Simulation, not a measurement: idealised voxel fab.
Process module in this document: voxel spacer lines
This is section cut - it's 275 nm across, gridded in 5 nm square cells.
A cross-section is written here as square cells arranged in a grid, and it is given in bands from the top down, each band taking up one or more rows of cells.
Each band's line starts with the height of the band's top and of its bottom, in nm. Then come its materials from left to right, each with its width in nm. One material with "all across" fills the band from edge to edge. "blank" is empty space.
Where do heights start? At 0: under that level the wafer as delivered is made of one material only. And the lowest band has no floor; it just carries on downward, as in "z 0 and below".
So if you see something like "30..40" for the width, read it as the top row of the band sitting at the first number and the bottom row at the second, with every row in between moving by the same amount as the last.
The cross-section has no changed cell in any step marked "no modifications".
"Sealed void inventory": sealed empty spaces, 8 cells or more, no open way to top, listed width x height at distance, with distance from the left edge and width, height and distance in nm.
Read whatever lies past the settings on a step's line as the simulator's own remark about the step.
overlay nm: how far to the right of its planned place the mask lay on this masked step (negative: to the left).
### Intended process steps
1: RECEIVE, material Si
2: CONFORMAL_DEP, material Al2O3, thk nm 5
3: DIRECTIONAL_DEP, material W, thk nm 20
4: DIRECTIONAL_DEP, material polySi, thk nm 20
5: PATTERN, tone cover, mask id MANDREL, material resist, width nm 20, pitch nm 60, thk nm 25, overlay nm 0
6: DIRECTIONAL_ETCH, etch materials polySi, depth nm 20
7: STRIP, etch materials resist
8: CONFORMAL_DEP, material SiO2, thk nm 10
9: DIRECTIONAL_ETCH, etch materials SiO2, depth nm 10
10: STRIP, etch materials polySi
11: DIRECTIONAL_ETCH, etch materials W, depth nm 20
12: STRIP, etch materials SiO2
13: FILL_DEP, material SiO2, thk nm 5
14: CMP, height nm 25
### Wafer cross-section on receipt, i.e. after step 1
	z 0 and below = Si all across
	Sealed void inventory: none
### The first of two wafers, cross-sectioned at the end of the module, with the run proceeding as planned
	z 25 to 5 = 85 nm SiO2 | 10 nm W | 20 nm SiO2 | 10 nm W | 20 nm SiO2 | 10 nm W | 20 nm SiO2 | 10 nm W | 90 nm SiO2
	z 5 to 0 = Al2O3 all across
	z 0 and below = Si all across
	Sealed void inventory: none
### Second wafer cross-section at end of module - shared start and plan with the first, one mistake in the run
	z 25 to 5 = polySi all across
	z 5 to 0 = Al2O3 all across
	z 0 and below = Si all across
	Sealed void inventory: none
Misprocessing identified: the processing plan was not followed for steps 3 and 4, which were run with their positions exchanged
Per the end-of-run cell counts, the second wafer holds more or fewer of some materials than the first: -188 SiO2, -32 W, +220 polySi
